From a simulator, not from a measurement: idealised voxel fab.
Title: Process Module voxel air gaps
In the cross-section labelled cut, the width is 175 nm and each square cell is 5 nm.
Cross-sections here: square-cell grids, written as top-down lists of bands, a band being one or more rows of cells. Band: top and bottom heights (nm) first, top before bottom; then materials from left to right, widths in nm. "throughout" marks a sole material filling the band edge to edge. "blank" denotes empty space. Basically, 0 is our baseline, since under it the wafer straight out of the box is all one material. The bottom band has no lower end and keeps on going down, so it looks like "0 -> down". The width entry "30->40" should be interpreted row by row: the top row of cells in the band takes the first number, the bottom row takes the second number, and the change between adjacent rows is uniform throughout. "nothing altered" for a step: no cell of the cross-section changed in that step. The list in "Unvented cavities" covers empty spaces of 8 cells or more that cannot reach the top through any open way, and it gives each as width x height at distance; the distance is from the left edge, and width, height and distance are in nm. Formally, on a step line, whatever follows the settings is a remark that the simulator itself makes on the step. Among the settings permitted on a step's line is "overlay nm"; applied to a step with a mask, it specifies the extent to which the mask lay to the right of its planned position, whereas a negative figure signifies a position to the left.

THE PLANNED PROCESS STEPS ARE ENUMERATED HEREUNDER
1,RECEIVE, material Si
2,CONFORMAL_DEP, material SiO2, thk nm 10
3,CONFORMAL_DEP, material SiN, thk nm 5
4,DIRECTIONAL_DEP, material SiO2, thk nm 35
5,DIRECTIONAL_DEP, material aC, thk nm 15
6,PATTERN, tone open, mask id LINES, material resist, width nm 25, pitch nm 50, thk nm 30, overlay nm -10
7,DIRECTIONAL_ETCH, etch materials aC, depth nm 15
8,STRIP, etch materials resist
9,DIRECTIONAL_ETCH, etch materials SiO2, depth nm 35
10,STRIP, etch materials aC
11,CONFORMAL_DEP, material TiN, thk nm 5
12,FILL_DEP, material Cu, thk nm 5
13,CMP, height nm 50
14,EPI, material Ru, thk nm 10
15,SELECTIVE_ETCH, etch materials SiO2, depth nm 45
16,CONFORMAL_DEP, material SiN, thk nm 5
The plan shows the overlay nm of step 6 as the first wafer had it; this setting differs between the wafers, which start out alike.

CROSS-SECTION, FIRST OF SEVERAL WAFERS, AS DELIVERED AFTER STEP 1
0 -> down  Si throughout
Unvented cavities: none

PER WAFER, END OF MODULE: CELLS GAINED (+) OR LOST (-) PER MATERIAL SINCE RECEIPT, THEN CLOSED VOIDS
overlay nm -10 | +54 Cu | +54 Ru | +140 SiN | +70 SiO2 | +51 TiN | Unvented cavities: 10 x 25 at 0; 15 x 25 at 45; 15 x 25 at 95
overlay nm -5 | +54 Cu | +54 Ru | +140 SiN | +70 SiO2 | +51 TiN | Unvented cavities: 15 x 25 at 50; 15 x 25 at 100
overlay nm 0 | +54 Cu | +54 Ru | +140 SiN | +70 SiO2 | +51 TiN | Unvented cavities: 15 x 25 at 55; 15 x 25 at 105
overlay nm 5 | +54 Cu | +54 Ru | +140 SiN | +70 SiO2 | +51 TiN | Unvented cavities: 15 x 25 at 60; 15 x 25 at 110
overlay nm 10 | +54 Cu | +54 Ru | +140 SiN | +70 SiO2 | +51 TiN | Unvented cavities: 15 x 25 at 65; 15 x 25 at 115; 10 x 25 at 165
